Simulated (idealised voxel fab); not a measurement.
This is a process module. Its name is voxel local oxidation.
Displayed cross-section: cut, width of 245 nm, square cells sized 5 nm.
We lay out every cross-section as a grid of square cells and spell it out in bands from the top down, where one band means one or more rows of cells. The band entry comprises the height of the band's top followed by the height of its bottom, expressed in nm, and subsequently the band's materials from left to right, each stated together with its width in nm. Where a single material is marked with the word "edge to edge", that material fills the band from edge to edge. The word "air" represents empty space. We count height from 0. Below that, the starting wafer is all one material. The lowest band never ends at the bottom but goes on down; see "z 0 and below" for how that is written. A width given as "30 to 40" starts at the first number in the band's top row and ends at the second number in its bottom row, shifting by an equal amount at every step from row to row. "no modifications" after a step means that no cell of the cross-section changed. For the entry "Trapped void list", the listed items are empty spaces with no open way to the top whose size is 8 cells or more; each item follows the pattern width x height at distance, where distance is from the left edge and all three are in nm. The remark found on a step's line after its settings is issued by the simulator itself and pertains to that step. Each step line may optionally specify "overlay nm", which for a step with a mask gives the rightward distance between the mask's planned place and where it lay, a negative value indicating the leftward direction.

-- Listed below are the process steps as planned
- 1: RECEIVE with material Si
- 2: OXIDIZE with depth nm 5
- 3: CONFORMAL_DEP with material SiN, thk nm 15
- 4: MASKED_ETCH with tone cover, mask id ACTIVE, width nm 125, etch materials SiN, depth nm 15, overlay nm 0
- 5: SELECTIVE_ETCH with etch materials SiO2, depth nm 5
- 6: OXIDIZE with depth nm 10
- 7: STRIP with etch materials SiN

-- The first wafer of two, processed as planned

-- Received-state cross-section, reflecting completion of step 1
* z 0 and below = Si edge to edge
* Trapped void list: none

-- You're looking at a cross-section of the wafer after step 2
* z 0 to -5 = SiO2 edge to edge
* Unchanged below -5.

-- You're looking at a cross-section of the wafer after step 3
* z 15 to 0 = SiN edge to edge
* Unchanged below 0.

-- You're looking at a cross-section of the wafer after step 4
* z 15 to 0 = 60 air, then 125 SiN, then 60 air
* Unchanged below 0.

-- You're looking at a cross-section of the wafer after step 5
* z 15 to 0 = 60 air, then 125 SiN, then 60 air
* z 0 to -5 = 65 air, then 115 SiO2, then 65 air
* Unchanged below -5.

-- You're looking at a cross-section of the wafer after step 6
* z 15 to 0 = 60 air, then 125 SiN, then 60 air
* z 0 to -5 = 65 air, then 115 SiO2, then 65 air
* z -5 to -15 = 75 SiO2, then 95 Si, then 75 SiO2
* Unchanged below -15.

-- You're looking at a cross-section of the wafer after step 7
* z 0 to -5 = 65 air, then 115 SiO2, then 65 air
* Unchanged below -5.

-- Now the other wafer: same start, same recipe, but we messed up one thing when running it. Up to and including step 5 it's the same as the first one

-- Cross-section of the second wafer at the time step 6 of the plan should have ended
* z 0 to -5 = 65 air, then 115 SiO2, then 65 air
* Unchanged below -5.

-- Cross-section of the second wafer at the time step 7 of the plan should have ended
* z 0 to -5 = 65 air, then 115 SiO2, then 65 air
* z -5 to -15 = 75 SiO2, then 95 Si, then 75 SiO2
* Unchanged below -15.
What was done differently from what was planned? steps 6 and 7 swapped
at the end the two cross-sections are the same: no effect in what this model computes
